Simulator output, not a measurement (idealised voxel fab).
Title: Process Module voxel capacitor over wiring
Displayed cross-section: cut, width of 170 nm, square cells sized 5 nm.
Throughout this document, each cross-section is represented as a grid of square cells and is presented as a sequence of bands enumerated from the top downward, where a band comprises one or more rows of cells. It is stipulated that each band's entry specify, in nanometres, the height of the top of the band and then that of its bottom, followed by the materials of the band in left-to-right sequence, each together with its width in nanometres. A single material marked by the word "all across" is understood to fill the band from edge to edge; the word "blank" is understood to denote empty space. It should be noted that heights are counted from 0, beneath which the wafer as supplied is of one material throughout, and that the lowest band possesses no lower boundary but continues downward, as written in "0 -> down". The width entry "30->40" should be interpreted row by row: the top row of cells in the band takes the first number, the bottom row takes the second number, and the change between adjacent rows is uniform throughout. "stayed the same" -> step changed no cross-section cell. "Closed internal cavities" - sealed voids, min. 8 cells, no opening to top; format: width x height at distance (distance from left edge; nm throughout). What comes after the settings on a step's line is commentary from the simulator itself on that step. For masked steps, "overlay nm" on the step line gives how far right of plan the mask actually lay; a minus sign means it lay to the left. In what follows, pairs of cross-sections are presented, each taken before and after one process step, with the after cross-section shown only down to the lowest band that was altered; the step, together with its settings, is stated below the pair. The pairs may stem from different runs of this module on the same starting wafer; accordingly, a pair should be taken as continuing from the one above it solely where its entry headed "Before the process" indicates as much.
Before the process
- 100 -> 85 = SiO2 (50), then blank (15), then SiO2 (105)
- 85 -> 80 = SiO2 (40), then TiN (60), then SiO2 (70)
- 80 -> 75 = SiO2 (40), then SiN (60), then SiO2 (70)
- 75 -> 65 = SiO2 (35), then TiN (70), then SiO2 (65)
- 65 -> 45 = lowk (40), then Ru (15), then lowk (115)
- 45 -> 40 = SiCN (40), then Ru (15), then SiCN (115)
- 40 -> 20 = lowk (30), then SiCN (5), then W (20), then SiCN (5), then lowk (45), then SiCN (5), then W (20), then SiCN (5), then lowk (35)
- 20 -> 15 = SiCN (35), then TiN (20), then SiCN (55), then TiN (20), then SiCN (40)
- 15 -> 0 = SiO2 all across
- 0 -> down = Si all across
- Closed internal cavities: none
Post-Step Cross-Section
- 105 -> 100 = aC (55), then blank (5), then aC (110)
- 100 -> 90 = SiO2 (50), then aC (5), then blank (5), then aC (5), then SiO2 (105)
- 90 -> 85 = SiO2 (50), then aC (15), then SiO2 (105)
- Lower than 85, everything is as it was.
- Closed internal cavities: none
the step between: op CONFORMAL_DEP | material aC | thk nm 5
Before the process: taken from the pair above, after panel.
Post-Step Cross-Section
- 110 -> 105 = W all across
- 105 -> 100 = aC (55), then W (5), then aC (110)
- 100 -> 90 = SiO2 (50), then aC (5), then W (5), then aC (5), then SiO2 (105)
- Lower than 90, everything is as it was.
- Closed internal cavities: none
the step between: op FILL_DEP | material W | thk nm 5
Before the process: taken from the pair above, after panel.
Post-Step Cross-Section
- 100 -> 90 = SiO2 (50), then aC (5), then W (5), then aC (5), then SiO2 (105)
- Lower than 90, everything is as it was.
- Closed internal cavities: none
the step between: op CMP | height nm 100
Before the process: taken from the pair above, after panel.
Post-Step Cross-Section
- 105 -> 100 = SiCN all across
- Lower than 100, everything is as it was.
- Closed internal cavities: none
the step between: op CONFORMAL_DEP | material SiCN | thk nm 5
Before the process
- 65 -> 45 = lowk all across
- 45 -> 40 = SiCN all across
- 40 -> 20 = lowk (30), then SiCN (5), then W (20), then SiCN (5), then lowk (45), then SiCN (5), then W (20), then SiCN (5), then lowk (35)
- 20 -> 15 = SiCN (35), then TiN (20), then SiCN (55), then TiN (20), then SiCN (40)
- 15 -> 0 = SiO2 all across
- 0 -> down = Si all across
- Closed internal cavities: none
Post-Step Cross-Section
- 65 -> 45 = blank (40), then lowk (15), then blank (115)
- Lower than 45, everything is as it was.
- Closed internal cavities: none
the step between: op MASKED_ETCH | tone cover | mask id PLUG_1 | width nm 15 | etch materials lowk | depth nm 20 | overlay nm 0
Before the process: taken from the pair above, after panel.
Post-Step Cross-Section
- 75 -> 65 = blank (40), then TiN (15), then blank (115)
- 65 -> 55 = blank (40), then lowk (15), then blank (115)
- 55 -> 45 = TiN (40), then lowk (15), then TiN (115)
- Lower than 45, everything is as it was.
- Closed internal cavities: none
the step between: op DIRECTIONAL_DEP | material TiN | thk nm 10
Before the process: taken from the pair above, after panel.
Post-Step Cross-Section
- 80 -> 75 = blank (40), then SiN (15), then blank (115)
- 75 -> 65 = blank (40), then TiN (15), then blank (115)
- 65 -> 60 = blank (40), then lowk (15), then blank (115)
- 60 -> 55 = SiN (40), then lowk (15), then SiN (115)
- Lower than 55, everything is as it was.
- Closed internal cavities: none
the step between: op DIRECTIONAL_DEP | material SiN | thk nm 5
Before the process: taken from the pair above, after panel.
Post-Step Cross-Section
- 85 -> 80 = blank (40), then TiN (15), then blank (115)
- 80 -> 75 = blank (40), then SiN (15), then blank (115)
- 75 -> 65 = blank (40), then TiN (15), then blank (115)
- 65 -> 60 = TiN (40), then lowk (15), then TiN (115)
- Lower than 60, everything is as it was.
- Closed internal cavities: none
the step between: op DIRECTIONAL_DEP | material TiN | thk nm 5
Before the process: taken from the pair above, after panel.
Post-Step Cross-Section
- 100 -> 85 = blank (40), then aC (15), then blank (115)
- 85 -> 80 = blank (40), then TiN (15), then blank (115)
- 80 -> 75 = aC (40), then SiN (15), then aC (115)
- 75 -> 65 = aC (40), then TiN (15), then aC (115)
- Lower than 65, everything is as it was.
- Closed internal cavities: none
the step between: op DIRECTIONAL_DEP | material aC | thk nm 15
Before the process: taken from the pair above, after panel.
Post-Step Cross-Section
- 130 -> 100 = blank (40), then resist (60), then blank (70)
- 100 -> 85 = blank (40), then aC (15), then resist (45), then blank (70)
- 85 -> 80 = blank (40), then TiN (15), then resist (45), then blank (70)
- Lower than 80, everything is as it was.
- Closed internal cavities: none
the step between: op PATTERN | tone cover | mask id UPPER_PLATE | material resist | width nm 60 | thk nm 30 | overlay nm 0
Before the process: taken from the pair above, after panel.
Post-Step Cross-Section
- 115 -> 100 = blank (40), then resist (60), then blank (70)
- 100 -> 85 = blank (40), then aC (15), then resist (45), then blank (70)
- 85 -> 80 = blank (40), then TiN (15), then resist (45), then blank (70)
- 80 -> 75 = blank (40), then SiN (15), then aC (45), then blank (70)
- 75 -> 65 = blank (40), then TiN (15), then aC (45), then blank (70)
- Lower than 65, everything is as it was.
- Closed internal cavities: none
the step between: op DIRECTIONAL_ETCH | etch materials aC | depth nm 15
Before the process: taken from the pair above, after panel.
Post-Step Cross-Section
- 100 -> 85 = blank (40), then aC (15), then blank (115)
- 85 -> 80 = blank (40), then TiN (15), then blank (115)
- Lower than 80, everything is as it was.
- Closed internal cavities: none
the step between: op STRIP | etch materials resist
Before the process: taken from the pair above, after panel.
Post-Step Cross-Section
- 100 -> 85 = blank (40), then aC (15), then blank (115)
- 85 -> 80 = blank (40), then TiN (15), then blank (115)
- 80 -> 75 = blank (40), then SiN (15), then aC (45), then blank (70)
- 75 -> 65 = blank (40), then TiN (15), then aC (45), then blank (70)
- 65 -> 60 = blank (40), then lowk (15), then TiN (45), then blank (70)
- Lower than 60, everything is as it was.
- Closed internal cavities: none
the step between: op DIRECTIONAL_ETCH | etch materials TiN | depth nm 5
Before the process: taken from the pair above, after panel.
Post-Step Cross-Section
- 100 -> 85 = blank (40), then aC (15), then blank (115)
- 85 -> 80 = blank (40), then TiN (15), then blank (115)
- 80 -> 75 = blank (40), then SiN (15), then aC (45), then blank (70)
- 75 -> 65 = blank (40), then TiN (15), then aC (45), then blank (70)
- 65 -> 60 = blank (40), then lowk (15), then TiN (45), then blank (70)
- 60 -> 55 = blank (40), then lowk (15), then SiN (45), then blank (70)
- Lower than 55, everything is as it was.
- Closed internal cavities: none
the step between: op DIRECTIONAL_ETCH | etch materials SiN | depth nm 5
Before the process: taken from the pair above, after panel.
Post-Step Cross-Section
- 85 -> 80 = blank (40), then TiN (15), then blank (115)
- 80 -> 75 = blank (40), then SiN (15), then blank (115)
- 75 -> 65 = blank (40), then TiN (15), then blank (115)
- Lower than 65, everything is as it was.
- Closed internal cavities: none
the step between: op STRIP | etch materials aC
Before the process: taken from the pair above, after panel.
Post-Step Cross-Section
- 100 -> 85 = blank (40), then aC (15), then blank (115)
- 85 -> 80 = blank (40), then TiN (15), then blank (115)
- 80 -> 75 = blank (40), then SiN (15), then aC (45), then blank (70)
- 75 -> 70 = blank (40), then TiN (15), then aC (45), then blank (70)
- 70 -> 65 = aC (40), then TiN (15), then aC (115)
- 65 -> 60 = aC (40), then lowk (15), then TiN (45), then aC (70)
- 60 -> 55 = aC (40), then lowk (15), then SiN (45), then aC (70)
- Lower than 55, everything is as it was.
- Closed internal cavities: none
the step between: op DIRECTIONAL_DEP | material aC | thk nm 15
Before the process: taken from the pair above, after panel.
Post-Step Cross-Section
- 130 -> 100 = blank (35), then resist (70), then blank (65)
- 100 -> 85 = blank (35), then resist (5), then aC (15), then resist (50), then blank (65)
- 85 -> 80 = blank (35), then resist (5), then TiN (15), then resist (50), then blank (65)
- 80 -> 75 = blank (35), then resist (5), then SiN (15), then aC (45), then resist (5), then blank (65)
- 75 -> 70 = blank (35), then resist (5), then TiN (15), then aC (45), then resist (5), then blank (65)
- Lower than 70, everything is as it was.
- Closed internal cavities: none
the step between: op PATTERN | tone cover | mask id LOWER_PLATE | material resist | width nm 70 | thk nm 30 | overlay nm 0
Before the process: taken from the pair above, after panel.
Post-Step Cross-Section
- 115 -> 100 = blank (35), then resist (70), then blank (65)
- 100 -> 85 = blank (35), then resist (5), then aC (15), then resist (50), then blank (65)
- 85 -> 80 = blank (35), then resist (5), then TiN (15), then resist (50), then blank (65)
- 80 -> 75 = blank (35), then resist (5), then SiN (15), then aC (45), then resist (5), then blank (65)
- 75 -> 70 = blank (35), then resist (5), then TiN (15), then aC (45), then resist (5), then blank (65)
- 70 -> 65 = blank (35), then aC (5), then TiN (15), then aC (50), then blank (65)
- 65 -> 60 = blank (35), then aC (5), then lowk (15), then TiN (45), then aC (5), then blank (65)
- 60 -> 55 = blank (35), then aC (5), then lowk (15), then SiN (45), then aC (5), then blank (65)
- Lower than 55, everything is as it was.
- Closed internal cavities: none
the step between: op DIRECTIONAL_ETCH | etch materials aC | depth nm 15
Before the process: taken from the pair above, after panel.
Post-Step Cross-Section
- 100 -> 85 = blank (40), then aC (15), then blank (115)
- 85 -> 80 = blank (40), then TiN (15), then blank (115)
- 80 -> 75 = blank (40), then SiN (15), then aC (45), then blank (70)
- 75 -> 70 = blank (40), then TiN (15), then aC (45), then blank (70)
- Lower than 70, everything is as it was.
- Closed internal cavities: none
the step between: op STRIP | etch materials resist
Before the process: taken from the pair above, after panel.
Post-Step Cross-Section
- 100 -> 85 = blank (40), then aC (15), then blank (115)
- 85 -> 80 = blank (40), then TiN (15), then blank (115)
- 80 -> 75 = blank (40), then SiN (15), then aC (45), then blank (70)
- 75 -> 70 = blank (40), then TiN (15), then aC (45), then blank (70)
- 70 -> 65 = blank (35), then aC (5), then TiN (15), then aC (50), then blank (65)
- 65 -> 60 = blank (35), then aC (5), then lowk (15), then TiN (45), then aC (5), then blank (65)
- 60 -> 55 = blank (35), then aC (5), then lowk (15), then SiN (45), then aC (5), then blank (65)
- 55 -> 45 = blank (35), then TiN (5), then lowk (15), then TiN (50), then blank (65)
- Lower than 45, everything is as it was.
- Closed internal cavities: none
the step between: op DIRECTIONAL_ETCH | etch materials TiN | depth nm 10
Before the process: taken from the pair above, after panel.
Post-Step Cross-Section
- 85 -> 80 = blank (40), then TiN (15), then blank (115)
- 80 -> 75 = blank (40), then SiN (15), then blank (115)
- 75 -> 65 = blank (40), then TiN (15), then blank (115)
- 65 -> 60 = blank (40), then lowk (15), then TiN (45), then blank (70)
- 60 -> 55 = blank (40), then lowk (15), then SiN (45), then blank (70)
- Lower than 55, everything is as it was.
- Closed internal cavities: none
the step between: op STRIP | etch materials aC
Before the process: taken from the pair above, after panel.
Post-Step Cross-Section
- 105 -> 85 = SiO2 all across
- 85 -> 80 = SiO2 (40), then TiN (15), then SiO2 (115)
- 80 -> 75 = SiO2 (40), then SiN (15), then SiO2 (115)
- 75 -> 65 = SiO2 (40), then TiN (15), then SiO2 (115)
- 65 -> 60 = SiO2 (40), then lowk (15), then TiN (45), then SiO2 (70)
- 60 -> 55 = SiO2 (40), then lowk (15), then SiN (45), then SiO2 (70)
- 55 -> 45 = SiO2 (35), then TiN (5), then lowk (15), then TiN (50), then SiO2 (65)
- Lower than 45, everything is as it was.
- Closed internal cavities: none
the step between: op FILL_DEP | material SiO2 | thk nm 20
Before the process: taken from the pair above, after panel.
Post-Step Cross-Section
- 100 -> 85 = SiO2 all across
- Lower than 85, everything is as it was.
- Closed internal cavities: none
the step between: op CMP | height nm 100
Before the process: taken from the pair above, after panel.
Post-Step Cross-Section
- 100 -> 85 = SiO2 (50), then blank (15), then SiO2 (105)
- Lower than 85, everything is as it was.
- Closed internal cavities: none
the step between: op MASKED_ETCH | tone open | mask id PLUG_2 | width nm 15 | etch materials SiO2 | depth nm 15 | overlay nm 0
Before the process: taken from the pair above, after panel.
Post-Step Cross-Section
- 105 -> 100 = TiN (55), then blank (5), then TiN (110)
- 100 -> 90 = SiO2 (50), then TiN (5), then blank (5), then TiN (5), then SiO2 (105)
- 90 -> 80 = SiO2 (50->40), then TiN (15), then SiO2 (105->115)
- Lower than 80, everything is as it was.
- Closed internal cavities: none
the step between: op CONFORMAL_DEP | material TiN | thk nm 5
Before the process: taken from the pair above, after panel.
Post-Step Cross-Section
- 110 -> 105 = W all across
- 105 -> 100 = TiN (55), then W (5), then TiN (110)
- 100 -> 90 = SiO2 (50), then TiN (5), then W (5), then TiN (5), then SiO2 (105)
- Lower than 90, everything is as it was.
- Closed internal cavities: none
the step between: op FILL_DEP | material W | thk nm 5
Before the process: taken from the pair above, after panel.
Post-Step Cross-Section
- 100 -> 90 = SiO2 (50), then TiN (5), then W (5), then TiN (5), then SiO2 (105)
- Lower than 90, everything is as it was.
- Closed internal cavities: none
the step between: op CMP | height nm 100
Before the process: taken from the pair above, after panel.
Post-Step Cross-Section
- 105 -> 100 = SiCN all across
- Lower than 100, everything is as it was.
- Closed internal cavities: none
the step between: op CONFORMAL_DEP | material SiCN | thk nm 5
